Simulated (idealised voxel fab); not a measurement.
Title: Process Module voxel self aligned contacts
Section cut is 300 nm wide and gridded with 5 nm square cells.
Heads up, the way a cross-section reads in here is a grid of square cells, handed over as bands from the top down, with every band being one or more rows of cells.
The entry gives the band's vertical extent as a top height and a bottom height in nm, then its horizontal make-up as materials from left to right, each with a width in nm. "empty" stands for empty space; a single material marked "all across" fills the band edge to edge.
Height 0 is the level under which the wafer as received is all one material. The lowest band goes on downwards, as in "0 -> down".
Quick explanation for "30 to 40": the width changes in equal steps down the rows of cells, from the first number in the band's top row to the second number in its bottom row.
"remained unchanged" after a step means that no cell of the cross-section changed.
The list in "Closed-off voids" covers empty spaces of 8 cells or more that cannot reach the top through any open way, and it gives each as width x height at distance; the distance is from the left edge, and width, height and distance are in nm.
Step line, after settings: the simulator's comment on this step.
overlay nm: right-of-plan distance of the mask on a masked step; negative values mean left-of-plan.

### Below is the list of planned process steps
1: RECEIVE | material Si
2: CONFORMAL_DEP | material SiO2 | thk nm 5
3: DIRECTIONAL_DEP | material polySi | thk nm 20
4: DIRECTIONAL_DEP | material SiN | thk nm 25
5: MASKED_ETCH | tone cover | mask id GATE | width nm 30 | pitch nm 75 | etch materials SiN | depth nm 25 | overlay nm 0
6: MASKED_ETCH | tone cover | mask id GATE | width nm 30 | pitch nm 75 | etch materials polySi | depth nm 20 | overlay nm 0
7: CONFORMAL_DEP | material SiN | thk nm 10
8: DIRECTIONAL_ETCH | etch materials SiN | depth nm 10
9: FILL_DEP | material SiO2 | thk nm 15
10: CMP | height nm 60
11: DIRECTIONAL_DEP | material aC | thk nm 15
12: PATTERN | tone open | mask id CONTACT | material resist | width nm 55 | thk nm 30 | overlay nm 0
13: DIRECTIONAL_ETCH | etch materials aC | depth nm 15
14: STRIP | etch materials resist
15: DIRECTIONAL_ETCH | etch materials SiO2 | depth nm 60
16: STRIP | etch materials aC
17: CONFORMAL_DEP | material TiN | thk nm 5
18: FILL_DEP | material W | thk nm 10
19: CMP | height nm 60
20: CONFORMAL_DEP | material SiN | thk nm 5

### The first wafer of two, processed as planned

### As-received wafer cross-section (after step 1)
> 0 -> down: Si all across
> Closed-off voids: none

### Cross-section: wafer state after step 2
> 5 -> 0: SiO2 all across
> Whatever lies below 0 is exactly as it was before.

### Cross-section: wafer state after step 3
> 25 -> 5: polySi all across
> Whatever lies below 5 is exactly as it was before.

### Cross-section: wafer state after step 4
> 50 -> 25: SiN all across
> Whatever lies below 25 is exactly as it was before.

### Cross-section: wafer state after step 5
> 50 -> 25: 95 empty; 30 SiN; 45 empty; 30 SiN; 100 empty
> Whatever lies below 25 is exactly as it was before.

### Cross-section: wafer state after step 6
> 50 -> 25: 95 empty; 30 SiN; 45 empty; 30 SiN; 100 empty
> 25 -> 5: 95 empty; 30 polySi; 45 empty; 30 polySi; 100 empty
> Whatever lies below 5 is exactly as it was before.

### Cross-section: wafer state after step 7
> 60 -> 25: 85 empty; 50 SiN; 25 empty; 50 SiN; 90 empty
> 25 -> 15: 85 empty; 10 SiN; 30 polySi; 10 SiN; 25 empty; 10 SiN; 30 polySi; 10 SiN; 90 empty
> 15 -> 5: 95 SiN; 30 polySi; 45 SiN; 30 polySi; 100 SiN
> Whatever lies below 5 is exactly as it was before.

### Cross-section: wafer state after step 8
> 50 -> 25: 85 empty; 50 SiN; 25 empty; 50 SiN; 90 empty
> 25 -> 5: 85 empty; 10 SiN; 30 polySi; 10 SiN; 25 empty; 10 SiN; 30 polySi; 10 SiN; 90 empty
> Whatever lies below 5 is exactly as it was before.

### Cross-section: wafer state after step 9
> 65 -> 50: SiO2 all across
> 50 -> 25: 85 SiO2; 50 SiN; 25 SiO2; 50 SiN; 90 SiO2
> 25 -> 5: 85 SiO2; 10 SiN; 30 polySi; 10 SiN; 25 SiO2; 10 SiN; 30 polySi; 10 SiN; 90 SiO2
> Whatever lies below 5 is exactly as it was before.

### Cross-section: wafer state after step 10
> 60 -> 50: SiO2 all across
> Whatever lies below 50 is exactly as it was before.

### Cross-section: wafer state after step 11
> 75 -> 60: aC all across
> Whatever lies below 60 is exactly as it was before.

### Cross-section: wafer state after step 12
> 105 -> 75: 120 resist; 55 empty; 125 resist
> Whatever lies below 75 is exactly as it was before.

### Cross-section: wafer state after step 13
> 90 -> 75: 120 resist; 55 empty; 125 resist
> 75 -> 60: 120 aC; 55 empty; 125 aC
> Whatever lies below 60 is exactly as it was before.

### Cross-section: wafer state after step 14
> 75 -> 60: 120 aC; 55 empty; 125 aC
> Whatever lies below 60 is exactly as it was before.

### Cross-section: wafer state after step 15
> 75 -> 60: 120 aC; 55 empty; 125 aC
> 60 -> 50: 120 SiO2; 55 empty; 125 SiO2
> 50 -> 25: 85 SiO2; 50 SiN; 25 empty; 50 SiN; 90 SiO2
> 25 -> 5: 85 SiO2; 10 SiN; 30 polySi; 10 SiN; 25 empty; 10 SiN; 30 polySi; 10 SiN; 90 SiO2
> 5 -> 0: 135 SiO2; 25 empty; 140 SiO2
> Whatever lies below 0 is exactly as it was before.

### Cross-section: wafer state after step 16
> 60 -> 50: 120 SiO2; 55 empty; 125 SiO2
> Whatever lies below 50 is exactly as it was before.

### Cross-section: wafer state after step 17
> 65 -> 60: 125 TiN; 45 empty; 130 TiN
> 60 -> 50: 120 SiO2; 5 to 20 TiN; 45 to 15 empty; 5 to 20 TiN; 125 SiO2
> 50 -> 25: 85 SiO2; 50 SiN; 5 TiN; 15 empty; 5 TiN; 50 SiN; 90 SiO2
> 25 -> 5: 85 SiO2; 10 SiN; 30 polySi; 10 SiN; 5 TiN; 15 empty; 5 TiN; 10 SiN; 30 polySi; 10 SiN; 90 SiO2
> 5 -> 0: 135 SiO2; 25 TiN; 140 SiO2
> Whatever lies below 0 is exactly as it was before.

### Cross-section: wafer state after step 18
> 75 -> 65: W all across
> 65 -> 60: 125 TiN; 45 W; 130 TiN
> 60 -> 50: 120 SiO2; 5 to 20 TiN; 45 to 15 W; 5 to 20 TiN; 125 SiO2
> 50 -> 25: 85 SiO2; 50 SiN; 5 TiN; 15 W; 5 TiN; 50 SiN; 90 SiO2
> 25 -> 5: 85 SiO2; 10 SiN; 30 polySi; 10 SiN; 5 TiN; 15 W; 5 TiN; 10 SiN; 30 polySi; 10 SiN; 90 SiO2
> Whatever lies below 5 is exactly as it was before.

### Cross-section: wafer state after step 19
> 60 -> 50: 120 SiO2; 5 to 20 TiN; 45 to 15 W; 5 to 20 TiN; 125 SiO2
> Whatever lies below 50 is exactly as it was before.

### Cross-section: wafer state after step 20
> 65 -> 60: SiN all across
> Whatever lies below 60 is exactly as it was before.

### Second Wafer (Identical Start and Plan, One Processing Error; Matches First Wafer Through Step 1)

### The second wafer cut through, at the time step 2 was supposed to be finished
> 20 -> 0: polySi all across
> Whatever lies below 0 is exactly as it was before.

### The second wafer cut through, at the time step 3 was supposed to be finished
> 25 -> 20: SiO2 all across
> Whatever lies below 20 is exactly as it was before.

### The second wafer cut through, at the time step 4 was supposed to be finished
> 50 -> 25: SiN all across
> Whatever lies below 25 is exactly as it was before.

### The second wafer cut through, at the time step 5 was supposed to be finished
> 50 -> 25: 95 empty; 30 SiN; 45 empty; 30 SiN; 100 empty
> Whatever lies below 25 is exactly as it was before.

The second wafer cut through, at the time step 6 was supposed to be finished: remained unchanged

### The second wafer cut through, at the time step 7 was supposed to be finished
> 60 -> 35: 85 empty; 50 SiN; 25 empty; 50 SiN; 90 empty
> 35 -> 25: SiN all across
> Whatever lies below 25 is exactly as it was before.

### The second wafer cut through, at the time step 8 was supposed to be finished
> 50 -> 25: 85 empty; 50 SiN; 25 empty; 50 SiN; 90 empty
> Whatever lies below 25 is exactly as it was before.

### The second wafer cut through, at the time step 9 was supposed to be finished
> 65 -> 50: SiO2 all across
> 50 -> 25: 85 SiO2; 50 SiN; 25 SiO2; 50 SiN; 90 SiO2
> Whatever lies below 25 is exactly as it was before.

### The second wafer cut through, at the time step 10 was supposed to be finished
> 60 -> 50: SiO2 all across
> Whatever lies below 50 is exactly as it was before.

### The second wafer cut through, at the time step 11 was supposed to be finished
> 75 -> 60: aC all across
> Whatever lies below 60 is exactly as it was before.

### The second wafer cut through, at the time step 12 was supposed to be finished
> 105 -> 75: 120 resist; 55 empty; 125 resist
> Whatever lies below 75 is exactly as it was before.

### The second wafer cut through, at the time step 13 was supposed to be finished
> 90 -> 75: 120 resist; 55 empty; 125 resist
> 75 -> 60: 120 aC; 55 empty; 125 aC
> Whatever lies below 60 is exactly as it was before.

### The second wafer cut through, at the time step 14 was supposed to be finished
> 75 -> 60: 120 aC; 55 empty; 125 aC
> Whatever lies below 60 is exactly as it was before.

### The second wafer cut through, at the time step 15 was supposed to be finished
> 75 -> 60: 120 aC; 55 empty; 125 aC
> 60 -> 50: 120 SiO2; 55 empty; 125 SiO2
> 50 -> 25: 85 SiO2; 50 SiN; 25 empty; 50 SiN; 90 SiO2
> 25 -> 20: 135 SiO2; 25 empty; 140 SiO2
> Whatever lies below 20 is exactly as it was before.

### The second wafer cut through, at the time step 16 was supposed to be finished
> 60 -> 50: 120 SiO2; 55 empty; 125 SiO2
> Whatever lies below 50 is exactly as it was before.

### The second wafer cut through, at the time step 17 was supposed to be finished
> 65 -> 60: 125 TiN; 45 empty; 130 TiN
> 60 -> 50: 120 SiO2; 5 to 20 TiN; 45 to 15 empty; 5 to 20 TiN; 125 SiO2
> 50 -> 25: 85 SiO2; 50 SiN; 5 TiN; 15 empty; 5 TiN; 50 SiN; 90 SiO2
> 25 -> 20: 135 SiO2; 25 TiN; 140 SiO2
> Whatever lies below 20 is exactly as it was before.

### The second wafer cut through, at the time step 18 was supposed to be finished
> 75 -> 65: W all across
> 65 -> 60: 125 TiN; 45 W; 130 TiN
> 60 -> 50: 120 SiO2; 5 to 20 TiN; 45 to 15 W; 5 to 20 TiN; 125 SiO2
> 50 -> 25: 85 SiO2; 50 SiN; 5 TiN; 15 W; 5 TiN; 50 SiN; 90 SiO2
> Whatever lies below 25 is exactly as it was before.

### The second wafer cut through, at the time step 19 was supposed to be finished
> 60 -> 50: 120 SiO2; 5 to 20 TiN; 45 to 15 W; 5 to 20 TiN; 125 SiO2
> Whatever lies below 50 is exactly as it was before.

### The second wafer cut through, at the time step 20 was supposed to be finished
> 65 -> 60: SiN all across
> Whatever lies below 60 is exactly as it was before.
Plan not followed: mixed up steps 2 and 3 - ran each in the other's place
End of process, cell counts, second wafer against first, materials with more or fewer: 32 fewer of SiN; 140 fewer of SiO2; 8 fewer of TiN; 12 fewer of W; 192 more of polySi
